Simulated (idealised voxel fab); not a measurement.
The following process module bears the name voxel released beams.
Section shown: cut. Width: 280 nm. Cell size: 5 nm, square.
In what follows, cross-sections appear as grids of square cells, described through bands that run from the top down, where every band is one or more rows of cells. Top, bottom (nm), then materials left to right with widths (nm); lone material tagged "everywhere" fills the whole band edge to edge; "air" = empty space. Height datum 0, below which the as-received substrate wafer is one material. Lowest band open at the bottom, running downward: "0 and below". Width spec "30 to 40" -> top row of cells at first value, bottom row at second value, equal per-row change in between. Step note "changes: none" = no cross-section cell changed. Closed empty spaces (no open way to the top) of 8 cells or more are what "Fully enclosed voids" lists, each as width x height at distance from the left edge, nm for all three. Heads up: the bit after the settings on a step's line is the simulator's remark on that step. overlay nm, on a step with a mask: how far to the right of its planned place the mask lay; to the left if negative.
# The process steps that were planned are listed below
step 1: RECEIVE,material Si
step 2: CONFORMAL_DEP,material SiN,thk nm 10
step 3: DIRECTIONAL_DEP,material SiO2,thk nm 15
step 4: DIRECTIONAL_DEP,material aC,thk nm 10
step 5: PATTERN,tone open,mask id ANCHOR,material resist,width nm 35,thk nm 30,overlay nm 0
step 6: DIRECTIONAL_ETCH,etch materials aC,depth nm 10
step 7: STRIP,etch materials resist
step 8: DIRECTIONAL_ETCH,etch materials SiO2,depth nm 15
step 9: STRIP,etch materials aC
step 10: CONFORMAL_DEP,material W,thk nm 10
step 11: MASKED_ETCH,tone cover,mask id BEAM,width nm 120,etch materials W,depth nm 10,overlay nm 0
step 12: STRIP,etch materials SiO2
# Cross-section of the wafer upon arrival, representing the state reached after step 1
0 and below | Si everywhere
Fully enclosed voids: none
# Wafer cross-section at end of module: start and plan as shown above, one execution error
35 down to 25 | 75 air | 120 W | 85 air
25 down to 15 | SiN everywhere
15 down to 0 | SiO2 everywhere
0 and below | Si everywhere
Fully enclosed voids: none
Want to know what went wrong? step 3 occupied the plan position of step 2, and the converse holds as well
